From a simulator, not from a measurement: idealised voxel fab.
Presented below is a process module, voxel self aligned contacts.
The width of the displayed cross-section, cut, is 260 nm; its cells are square, with a size of 5 nm.
A cross-section in this document is a grid of square cells, and it is written down as bands, the top band listed before the ones below it; a band is made up of one or more rows of cells. Band entry format. Leading values: height of top, height of bottom, nm. Remainder: materials in left-to-right order, each with its width in nm. Special words: "everywhere" on a single material, which then fills the band edge to edge; "air", empty space. Height 0 is the level under which the wafer as received is all one material. The lowest band goes on downwards, as in "0..down". Top row gets the first number, bottom row gets the second, and each row in between changes by the same step: that is how a band width like "30 to 40" works. Step marked "nothing got changed"? Then no cell in the cross-section changed in it. In the "Enclosed voids" entry, you get each enclosed empty space of 8 cells or more, one with no open way to the top, written width x height at distance, distance from the left edge, in nm. Step line, after settings: the simulator's comment on this step. A step line may carry the setting "overlay nm", which, for steps involving a mask, states the distance by which the mask lay to the right of its intended position; negative values denote displacement to the left.
THIS SECTION LISTS THE PROCESS STEPS THAT WERE PLANNED
step 1: op RECEIVE | material Si
step 2: op OXIDIZE | depth nm 5
step 3: op DIRECTIONAL_DEP | material polySi | thk nm 30
step 4: op DIRECTIONAL_DEP | material SiN | thk nm 15
step 5: op DIRECTIONAL_DEP | material aC | thk nm 10
step 6: op PATTERN | tone cover | mask id GATE | material resist | width nm 30 | pitch nm 55 | thk nm 30 | overlay nm 0
step 7: op DIRECTIONAL_ETCH | etch materials aC | depth nm 10
step 8: op STRIP | etch materials resist
step 9: op DIRECTIONAL_ETCH | etch materials SiN | depth nm 15
step 10: op DIRECTIONAL_ETCH | etch materials polySi | depth nm 30
step 11: op STRIP | etch materials aC
step 12: op CONFORMAL_DEP | material SiN | thk nm 5
step 13: op DIRECTIONAL_ETCH | etch materials SiN | depth nm 5
step 14: op FILL_DEP | material SiO2 | thk nm 15
step 15: op CMP | height nm 50
step 16: op MASKED_ETCH | tone open | mask id CONTACT | width nm 35 | etch materials SiO2 | depth nm 55 | overlay nm 0
step 17: op CONFORMAL_DEP | material TiN | thk nm 5
step 18: op FILL_DEP | material Ru | thk nm 5
step 19: op CMP | height nm 50
step 20: op CONFORMAL_DEP | material SiN | thk nm 5
CROSS-SECTION: WAFER ON ARRIVAL = AFTER STEP 1
- 0..down  Si everywhere
- Enclosed voids: none
AS-PLANNED RUN: CROSS-SECTION OF THE FIRST OF TWO WAFERS AT END OF MODULE
- 55..50  SiN everywhere
- 50..45  110 of SiO2 | 15 of TiN | 5 of Ru | 15 of TiN | 115 of SiO2
- 45..30  80 of SiO2 | 40 of SiN | 5 of TiN | 5 of Ru | 5 of TiN | 40 of SiN | 85 of SiO2
- 30..0  80 of SiO2 | 5 of SiN | 30 of polySi | 5 of SiN | 5 of TiN | 5 of Ru | 5 of TiN | 5 of SiN | 30 of polySi | 5 of SiN | 85 of SiO2
- 0..-5  120 of SiO2 | 15 of TiN | 125 of SiO2
- -5..down  Si everywhere
- Enclosed voids: none
CROSS-SECTIONAL VIEW OF THE SECOND OF TWO WAFERS UPON COMPLETION OF THE MODULE. THIS WAFER SHARED ITS STARTING CONDITION AND PROCESS PLAN WITH THE FIRST; ONE ERROR WAS MADE DURING ITS EXECUTION
- 55..50  SiN everywhere
- 50..45  80 of SiO2 | 40 of SiN | 15 of TiN | 40 of SiN | 85 of SiO2
- 45..30  SiN everywhere
- 30..0  polySi everywhere
- 0..-5  SiO2 everywhere
- -5..down  Si everywhere
- Enclosed voids: none
Diagnosis: the plan had its step 4 run twice
End of process, cell counts, second wafer against first, materials with more or fewer: Ru -10, SiN +100, SiO2 -306, TiN -24, polySi +240
